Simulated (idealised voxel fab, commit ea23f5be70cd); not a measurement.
This section sets out a process module, namely voxel tone inversion.
Square cells of 5 nm make up the cross-section cut, whose width is 185 nm.
Format of a cross-section: grid, square cells. Given as bands. Order: top down. Band: one or more rows of cells. Top height, bottom height, nm. Materials left to right, width each, nm. Single material + "throughout" = fills band edge to edge. "blank" = empty. It should be noted that heights are counted from 0, beneath which the wafer as supplied is of one material throughout, and that the lowest band possesses no lower boundary but continues downward, as written in "top 0, no bottom". Width: "30..40" (first number = top row, second number = bottom row, same change from row to row of cells). It should be understood that the words "nothing got changed", when stated for a given step, signify that the cross-section underwent no change in any of its cells during that step. In "Sealed void listing" the enclosed voids are listed, meaning empty spaces of 8 cells or larger without any opening to the top. The form is width x height at distance, distance from the left edge, units nm. It should be noted that, on the line of a given step, the content following the step's settings is a remark produced by the simulator itself with respect to that step. The line of a step may include "overlay nm". On a step with a mask, this value is how far to the right of its planned place the mask lay. A negative value means the mask lay to the left.

**This section lists the process steps that were planned**
1) RECEIVE with material Si
2) CONFORMAL_DEP with material SiCN, thk nm 10
3) DIRECTIONAL_DEP with material aC, thk nm 15
4) PATTERN with tone cover, mask id POSTS, material resist, width nm 15, pitch nm 50, thk nm 20, overlay nm 0
5) DIRECTIONAL_ETCH with etch materials aC, depth nm 15
6) STRIP with etch materials resist
7) FILL_DEP with material lowk, thk nm 10
8) CMP with height nm 25
9) STRIP with etch materials aC
10) CONFORMAL_DEP with material TiN, thk nm 5
11) FILL_DEP with material W, thk nm 5
12) CMP with height nm 25
13) CONFORMAL_DEP with material SiCN, thk nm 5
Among the wafers covered here, the point of difference is the width nm at step 4; their starting state is shared, and the plan presents the value of the first wafer.

**Cross-section of the first of several wafers as received (after step 1)**
    top 0, no bottom: Si throughout
    Sealed void listing: none

**So in this table every wafer gets its own row, and what you see is where it stands at the end of the module: for each material, how many cells it picked up (+) or gave up (-) since we received it, and after that its closed voids**
width nm 15; +111 SiCN; +14 TiN; +4 W; +93 lowk; Sealed void listing: none
width nm 20; +111 SiCN; +16 TiN; +8 W; +87 lowk; Sealed void listing: none
width nm 25; +111 SiCN; +18 TiN; +12 W; +81 lowk; Sealed void listing: none
width nm 30; +111 SiCN; +20 TiN; +16 W; +75 lowk; Sealed void listing: none
width nm 35; +111 SiCN; +22 TiN; +20 W; +69 lowk; Sealed void listing: none
